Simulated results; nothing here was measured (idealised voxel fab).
The following is a process module called voxel spacer lines.
The figure presents cross-section cut, which has a width of 175 nm and is divided into square cells with an edge length of 5 nm.
Just so we're on the same page, the cross-sections are grids of square cells, and they're listed out in bands top to bottom, each band one or more rows deep.
Top height, bottom height, nm. Materials left to right, width each, nm. Single material + "all across" = fills band edge to edge. "air" = empty.
Ref level 0: as-received wafer is one material below here. Bottom band extends down with no lower bound ("0 -> down").
Width: "30->40" (first number = top row, second number = bottom row, same change from row to row of cells).
No cell of the cross-section changed in a step that is given as "no change".
Empty spaces without an open route to the top, at least 8 cells in extent, make up the entry "Unvented voids"; each is given as width x height at distance, where the distance is measured from the left edge, and all are in nm.
The remark found on a step's line after its settings is issued by the simulator itself and pertains to that step.
What "overlay nm" on a step's line means: if the step has a mask, that mask lay this far to the right of its planned place, or, when the value is negative, to the left.
## Steps planned for the process
- 1: RECEIVE,material Si
- 2: CONFORMAL_DEP,material Al2O3,thk nm 10
- 3: DIRECTIONAL_DEP,material W,thk nm 15
- 4: DIRECTIONAL_DEP,material polySi,thk nm 30
- 5: PATTERN,tone cover,mask id MANDREL,material resist,width nm 15,pitch nm 50,thk nm 35,overlay nm 0
- 6: DIRECTIONAL_ETCH,etch materials polySi,depth nm 30
- 7: STRIP,etch materials resist
- 8: CONFORMAL_DEP,material SiO2,thk nm 10
- 9: DIRECTIONAL_ETCH,etch materials SiO2,depth nm 10
- 10: STRIP,etch materials polySi
- 11: DIRECTIONAL_ETCH,etch materials W,depth nm 15
- 12: STRIP,etch materials SiO2
- 13: FILL_DEP,material lowk,thk nm 10
- 14: CMP,height nm 25
## Below: the first of two wafers, run as planned
## Incoming wafer, cross-sectional view, post step 1
> 0 -> down | Si all across
> Unvented voids: none
## Cross-sectional representation of the wafer at the conclusion of step 2
> 10 -> 0 | Al2O3 all across
> Lower than 0, everything is as it was.
## Cross-sectional representation of the wafer at the conclusion of step 3
> 25 -> 10 | W all across
> Lower than 10, everything is as it was.
## Cross-sectional representation of the wafer at the conclusion of step 4
> 55 -> 25 | polySi all across
> Lower than 25, everything is as it was.
## Cross-sectional representation of the wafer at the conclusion of step 5
> 90 -> 55 | air 30; resist 15; air 35; resist 15; air 35; resist 15; air 30
> Lower than 55, everything is as it was.
## Cross-sectional representation of the wafer at the conclusion of step 6
> 90 -> 55 | air 30; resist 15; air 35; resist 15; air 35; resist 15; air 30
> 55 -> 25 | air 30; polySi 15; air 35; polySi 15; air 35; polySi 15; air 30
> Lower than 25, everything is as it was.
## Cross-sectional representation of the wafer at the conclusion of step 7
> 55 -> 25 | air 30; polySi 15; air 35; polySi 15; air 35; polySi 15; air 30
> Lower than 25, everything is as it was.
## Cross-sectional representation of the wafer at the conclusion of step 8
> 65 -> 55 | air 20; SiO2 35; air 15; SiO2 35; air 15; SiO2 35; air 20
> 55 -> 35 | air 20; SiO2 10; polySi 15; SiO2 10; air 15; SiO2 10; polySi 15; SiO2 10; air 15; SiO2 10; polySi 15; SiO2 10; air 20
> 35 -> 25 | SiO2 30; polySi 15; SiO2 35; polySi 15; SiO2 35; polySi 15; SiO2 30
> Lower than 25, everything is as it was.
## Cross-sectional representation of the wafer at the conclusion of step 9
> 55 -> 25 | air 20; SiO2 10; polySi 15; SiO2 10; air 15; SiO2 10; polySi 15; SiO2 10; air 15; SiO2 10; polySi 15; SiO2 10; air 20
> Lower than 25, everything is as it was.
## Cross-sectional representation of the wafer at the conclusion of step 10
> 55 -> 25 | air 20; SiO2 10; air 15; SiO2 10; air 15; SiO2 10; air 15; SiO2 10; air 15; SiO2 10; air 15; SiO2 10; air 20
> Lower than 25, everything is as it was.
## Cross-sectional representation of the wafer at the conclusion of step 11
> 55 -> 25 | air 20; SiO2 10; air 15; SiO2 10; air 15; SiO2 10; air 15; SiO2 10; air 15; SiO2 10; air 15; SiO2 10; air 20
> 25 -> 10 | air 20; W 10; air 15; W 10; air 15; W 10; air 15; W 10; air 15; W 10; air 15; W 10; air 20
> Lower than 10, everything is as it was.
## Cross-sectional representation of the wafer at the conclusion of step 12
> 25 -> 10 | air 20; W 10; air 15; W 10; air 15; W 10; air 15; W 10; air 15; W 10; air 15; W 10; air 20
> Lower than 10, everything is as it was.
## Cross-sectional representation of the wafer at the conclusion of step 13
> 35 -> 25 | lowk all across
> 25 -> 10 | lowk 20; W 10; lowk 15; W 10; lowk 15; W 10; lowk 15; W 10; lowk 15; W 10; lowk 15; W 10; lowk 20
> Lower than 10, everything is as it was.
## Cross-sectional representation of the wafer at the conclusion of step 14
> 25 -> 10 | lowk 20; W 10; lowk 15; W 10; lowk 15; W 10; lowk 15; W 10; lowk 15; W 10; lowk 15; W 10; lowk 20
> Lower than 10, everything is as it was.
## It is to be noted that the second wafer proceeded from the same initial state and according to the same plan as the first, although one mistake was committed in its execution; through step 4, inclusive, the two wafers share an identical history
## Second wafer, sectioned view, at step 5's planned end time
> 90 -> 55 | air 25; resist 25; air 25; resist 25; air 25; resist 25; air 25
> Lower than 55, everything is as it was.
## Second wafer, sectioned view, at step 6's planned end time
> 90 -> 55 | air 25; resist 25; air 25; resist 25; air 25; resist 25; air 25
> 55 -> 25 | air 25; polySi 25; air 25; polySi 25; air 25; polySi 25; air 25
> Lower than 25, everything is as it was.
## Second wafer, sectioned view, at step 7's planned end time
> 55 -> 25 | air 25; polySi 25; air 25; polySi 25; air 25; polySi 25; air 25
> Lower than 25, everything is as it was.
## Second wafer, sectioned view, at step 8's planned end time
> 65 -> 55 | air 15; SiO2 45; air 5; SiO2 45; air 5; SiO2 45; air 15
> 55 -> 35 | air 15; SiO2 10; polySi 25; SiO2 10; air 5; SiO2 10; polySi 25; SiO2 10; air 5; SiO2 10; polySi 25; SiO2 10; air 15
> 35 -> 25 | SiO2 25; polySi 25; SiO2 25; polySi 25; SiO2 25; polySi 25; SiO2 25
> Lower than 25, everything is as it was.
## Second wafer, sectioned view, at step 9's planned end time
> 55 -> 25 | air 15; SiO2 10; polySi 25; SiO2 10; air 5; SiO2 10; polySi 25; SiO2 10; air 5; SiO2 10; polySi 25; SiO2 10; air 15
> Lower than 25, everything is as it was.
## Second wafer, sectioned view, at step 10's planned end time
> 55 -> 25 | air 15; SiO2 10; air 25; SiO2 10; air 5; SiO2 10; air 25; SiO2 10; air 5; SiO2 10; air 25; SiO2 10; air 15
> Lower than 25, everything is as it was.
## Second wafer, sectioned view, at step 11's planned end time
> 55 -> 25 | air 15; SiO2 10; air 25; SiO2 10; air 5; SiO2 10; air 25; SiO2 10; air 5; SiO2 10; air 25; SiO2 10; air 15
> 25 -> 10 | air 15; W 10; air 25; W 10; air 5; W 10; air 25; W 10; air 5; W 10; air 25; W 10; air 15
> Lower than 10, everything is as it was.
## Second wafer, sectioned view, at step 12's planned end time
> 25 -> 10 | air 15; W 10; air 25; W 10; air 5; W 10; air 25; W 10; air 5; W 10; air 25; W 10; air 15
> Lower than 10, everything is as it was.
## Second wafer, sectioned view, at step 13's planned end time
> 35 -> 25 | lowk all across
> 25 -> 10 | lowk 15; W 10; lowk 25; W 10; lowk 5; W 10; lowk 25; W 10; lowk 5; W 10; lowk 25; W 10; lowk 15
> Lower than 10, everything is as it was.
## Second wafer, sectioned view, at step 14's planned end time
> 25 -> 10 | lowk 15; W 10; lowk 25; W 10; lowk 5; W 10; lowk 25; W 10; lowk 5; W 10; lowk 25; W 10; lowk 15
> Lower than 10, everything is as it was.
Plan not followed: planned and actual differ for step 5; actual: PATTERN,tone cover,mask id MANDREL,material resist,width nm 25,pitch nm 50,thk nm 35,overlay nm 0
End check, second vs first wafer: material counts in cells match, positions do not.
